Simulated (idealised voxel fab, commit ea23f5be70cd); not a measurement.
process module | voxel capacitor over wiring
cross-section cut | 160 nm wide | cells 5 nm
A cross-section is a grid of square cells, given in bands from the top down. A band is one or more rows of cells.
Each band's line starts with the height of the band's top and of its bottom, in nm. Then come its materials from left to right, each with its width in nm. One material with "throughout" fills the band from edge to edge. "air" is empty space.
Height 0 is the level under which the wafer as received is all one material. The lowest band goes on downwards, as in "0 down".
A width such as "30 to 40" changes by the same amount from each row of cells to the next, from the band's top row to its bottom row.
"no change" after a step means that no cell of the cross-section changed.
closed voids: empty space of 8 cells or more with no open way to the top, each as width x height at its distance from the left edge, in nm
after a step's settings: what the simulator itself notes on the step
overlay nm, on a step with a mask: how far to the right of its planned place the mask lay; to the left if negative
plan
1 op RECEIVE | material Si
2 op CONFORMAL_DEP | material SiO2 | thk nm 10
3 op DIRECTIONAL_DEP | material TiN | thk nm 5
4 op DIRECTIONAL_DEP | material Ru | thk nm 20
5 op PATTERN | tone cover | mask id METAL_1 | material resist | width nm 25 | pitch nm 75 | thk nm 15 | overlay nm 0
6 op DIRECTIONAL_ETCH | etch materials Ru | depth nm 20
7 op DIRECTIONAL_ETCH | etch materials TiN | depth nm 5
8 op STRIP | etch materials resist
9 op CONFORMAL_DEP | material SiCN | thk nm 5
10 op FILL_DEP | material lowk | thk nm 10
11 op CMP | height nm 35
12 op CONFORMAL_DEP | material SiCN | thk nm 5
13 op DIRECTIONAL_DEP | material lowk | thk nm 10
14 op PATTERN | tone open | mask id PLUG_1 | material resist | width nm 15 | thk nm 15 | overlay nm 0
15 op DIRECTIONAL_ETCH | etch materials lowk | depth nm 10
16 op DIRECTIONAL_ETCH | etch materials SiCN | depth nm 5
17 op STRIP | etch materials resist
18 op CONFORMAL_DEP | material TiN | thk nm 5
19 op FILL_DEP | material Cu | thk nm 5
20 op CMP | height nm 50
21 op DIRECTIONAL_DEP | material TiN | thk nm 5
22 op DIRECTIONAL_DEP | material Al2O3 | thk nm 5
23 op DIRECTIONAL_DEP | material TiN | thk nm 10
24 op MASKED_ETCH | tone cover | mask id UPPER_PLATE | width nm 55 | etch materials TiN | depth nm 10 | overlay nm 0
25 op MASKED_ETCH | tone cover | mask id UPPER_PLATE | width nm 55 | etch materials Al2O3 | depth nm 5 | overlay nm 0
26 op MASKED_ETCH | tone cover | mask id LOWER_PLATE | width nm 65 | etch materials TiN | depth nm 5 | overlay nm 0
27 op FILL_DEP | material SiO2 | thk nm 15
28 op CMP | height nm 80
29 op DIRECTIONAL_DEP | material aC | thk nm 15
30 op PATTERN | tone open | mask id PLUG_2 | material resist | width nm 15 | thk nm 35 | overlay nm 0
31 op DIRECTIONAL_ETCH | etch materials aC | depth nm 15
32 op STRIP | etch materials resist
33 op DIRECTIONAL_ETCH | etch materials SiO2 | depth nm 10
34 op STRIP | etch materials aC
35 op CONFORMAL_DEP | material TiN | thk nm 5
36 op FILL_DEP | material Cu | thk nm 10
37 op CMP | height nm 80
38 op CONFORMAL_DEP | material SiCN | thk nm 5
as received, after step 1
  0 down: Si throughout
  closed voids: none
a wafer at the end: this start, this plan, one mistake
  85 to 80: SiCN throughout
  80 to 75: SiO2 50 | TiN 5 | Cu 5 | TiN 5 | SiO2 95
  75 to 70: SiO2 50 | TiN 15 | SiO2 95
  70 to 60: SiO2 40 | TiN 55 | SiO2 65
  60 to 55: SiO2 40 | Al2O3 55 | SiO2 65
  55 to 50: SiO2 35 | TiN 65 | SiO2 60
  50 to 40: lowk 35 | TiN 5 | Cu 5 | TiN 5 | lowk 110
  40 to 35: SiCN 35 | TiN 15 | SiCN 110
  35 to 15: lowk 25 | SiCN 5 | Ru 25 | SiCN 5 | lowk 40 | SiCN 5 | Ru 25 | SiCN 5 | lowk 25
  15 to 10: SiCN 30 | TiN 25 | SiCN 50 | TiN 25 | SiCN 30
  10 to 0: SiO2 throughout
  0 down: Si throughout
  closed voids: none
what went wrong: step 14 ran as: op PATTERN | tone open | mask id PLUG_1 | material resist | width nm 15 | thk nm 15 | overlay nm -5
